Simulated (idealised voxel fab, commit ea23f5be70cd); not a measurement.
The following process module bears the name voxel double patterning.
The cross-section on display is named cut; it measures 265 nm wide, and its cells are 5 nm squares.
Heads up, the way a cross-section reads in here is a grid of square cells, handed over as bands from the top down, with every band being one or more rows of cells.
Per band: top height and bottom height in nm, followed by the left-to-right materials and their widths in nm; "throughout" marks a single material spanning edge to edge, "empty" marks empty space.
Beneath 0, the wafer as received is one material, and that level is where height counting begins. The lowest band goes on downward without a bottom; it is written like "0 -> down".
With a width like "30 to 40", each row of cells in the band differs from the next by the same amount, the top row carrying the first number and the bottom row the second.
When a step is marked "no change occurred", none of the cells in the cross-section changed during that step.
"Voids, enclosed" - sealed voids, min. 8 cells, no opening to top; format: width x height at distance (distance from left edge; nm throughout).
Read whatever lies past the settings on a step's line as the simulator's own remark about the step.
On any step carrying a mask, the "overlay nm" setting, if present on the step's line, tells how far right of its planned place the mask lay; negative values point to the left.

[Steps in the process plan]
| 1 | RECEIVE | material Si |
| 2 | CONFORMAL_DEP | material SiO2 | thk nm 5 |
| 3 | DIRECTIONAL_DEP | material polySi | thk nm 20 |
| 4 | DIRECTIONAL_DEP | material SiN | thk nm 5 |
| 5 | PATTERN | tone open | mask id FIRST | material resist | width nm 15 | pitch nm 50 | thk nm 15 | overlay nm 0 |
| 6 | DIRECTIONAL_ETCH | etch materials SiN | depth nm 5 |
| 7 | STRIP | etch materials resist |
| 8 | DIRECTIONAL_DEP | material aC | thk nm 10 |
| 9 | PATTERN | tone open | mask id SECOND | material resist | width nm 15 | pitch nm 50 | thk nm 30 | overlay nm 0 |
| 10 | DIRECTIONAL_ETCH | etch materials aC | depth nm 10 |
| 11 | STRIP | etch materials resist |
| 12 | DIRECTIONAL_ETCH | etch materials SiN | depth nm 5 |
| 13 | STRIP | etch materials aC |
| 14 | DIRECTIONAL_ETCH | etch materials polySi | depth nm 20 |
| 15 | STRIP | etch materials SiN |

[As-received state of the wafer in cross-section, equivalent to post-step 1]
> 0 -> down = Si throughout
> Voids, enclosed: none

[Final wafer profile in cross-section after the module, from the same start and plan as above, with one mistake made during processing]
> 25 -> 5 = 75 nm polySi, then 15 nm empty, then 10 nm polySi, then 20 nm empty, then 5 nm polySi, then 15 nm empty, then 10 nm polySi, then 20 nm empty, then 5 nm polySi, then 15 nm empty, then 75 nm polySi
> 5 -> 0 = SiO2 throughout
> 0 -> down = Si throughout
> Voids, enclosed: none
What broke from the plan during processing? step 9 off recipe, ran as PATTERN | tone open | mask id SECOND | material resist | width nm 20 | pitch nm 50 | thk nm 30 | overlay nm 0
